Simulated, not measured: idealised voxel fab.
Process module under the name voxel lift off
170 nm wide, 5 nm square cells: that's cross-section cut.
Throughout this document, each cross-section is represented as a grid of square cells and is presented as a sequence of bands enumerated from the top downward, where a band comprises one or more rows of cells.
First you get the band's top height and its bottom height, in nm, and then the materials it's made of, left to right, with each width in nm. If you see a single material with "full width", that one covers the band edge to edge. "empty" is empty space.
Heights are expressed relative to 0, this being the level below which the as-received wafer comprises one material exclusively. The lowest band is unbounded in the downward direction and is denoted as in "0 -> down".
A width such as "30..40" changes by the same amount from each row of cells to the next, from the band's top row to its bottom row.
"changes: none" for a step: no cell of the cross-section changed in that step.
So "closed voids" is basically the list of trapped voids: any empty space of 8 cells or more that can't reach the top through an opening. They're written width x height at distance, the distance being from the left edge, and it's all nm.
Note: text after step settings on the step line = simulator remark on that step.
"overlay nm" on a masked step: distance the mask lay right of its planned place, negative for left.
### Process steps - plan
| 1 | RECEIVE,material Si |
| 2 | CONFORMAL_DEP,material Al2O3,thk nm 15 |
| 3 | PATTERN,tone open,mask id LINES,material resist,width nm 25,pitch nm 50,thk nm 30,overlay nm 0 |
| 4 | DIRECTIONAL_DEP,material Ru,thk nm 15 |
| 5 | STRIP,etch materials resist |
| 6 | CONFORMAL_DEP,material SiN,thk nm 5 |
### This is the cross-section of the wafer as we received it, i.e. after step 1
    0 -> down = Si full width
    closed voids: none
### The first of two wafers, cross-sectioned at the end of the module, with the run proceeding as planned
    35 -> 30 = 40 nm empty / 35 nm SiN / 15 nm empty / 35 nm SiN / 45 nm empty
    30 -> 20 = 40 nm empty / 5 nm SiN / 25 nm Ru / 5 nm SiN / 15 nm empty / 5 nm SiN / 25 nm Ru / 5 nm SiN / 45 nm empty
    20 -> 15 = 45 nm SiN / 25 nm Ru / 25 nm SiN / 25 nm Ru / 50 nm SiN
    15 -> 0 = Al2O3 full width
    0 -> down = Si full width
    closed voids: none
### Module end: cross-section of wafer two of two. Same start and process plan as the first wafer. One mistake during execution
    35 -> 30 = 50 nm SiN / 15 nm empty / 35 nm SiN / 15 nm empty / 55 nm SiN
    30 -> 20 = 45 nm Ru / 5 nm SiN / 15 nm empty / 5 nm SiN / 25 nm Ru / 5 nm SiN / 15 nm empty / 5 nm SiN / 50 nm Ru
    20 -> 15 = 45 nm Ru / 25 nm SiN / 25 nm Ru / 25 nm SiN / 50 nm Ru
    15 -> 0 = Al2O3 full width
    0 -> down = Si full width
    closed voids: none
Run error: not per plan at step 3, really ran PATTERN,tone cover,mask id LINES,material resist,width nm 25,pitch nm 50,thk nm 30,overlay nm 0
Cell-count delta at end, second wafer over first, by material: 42 more of Ru
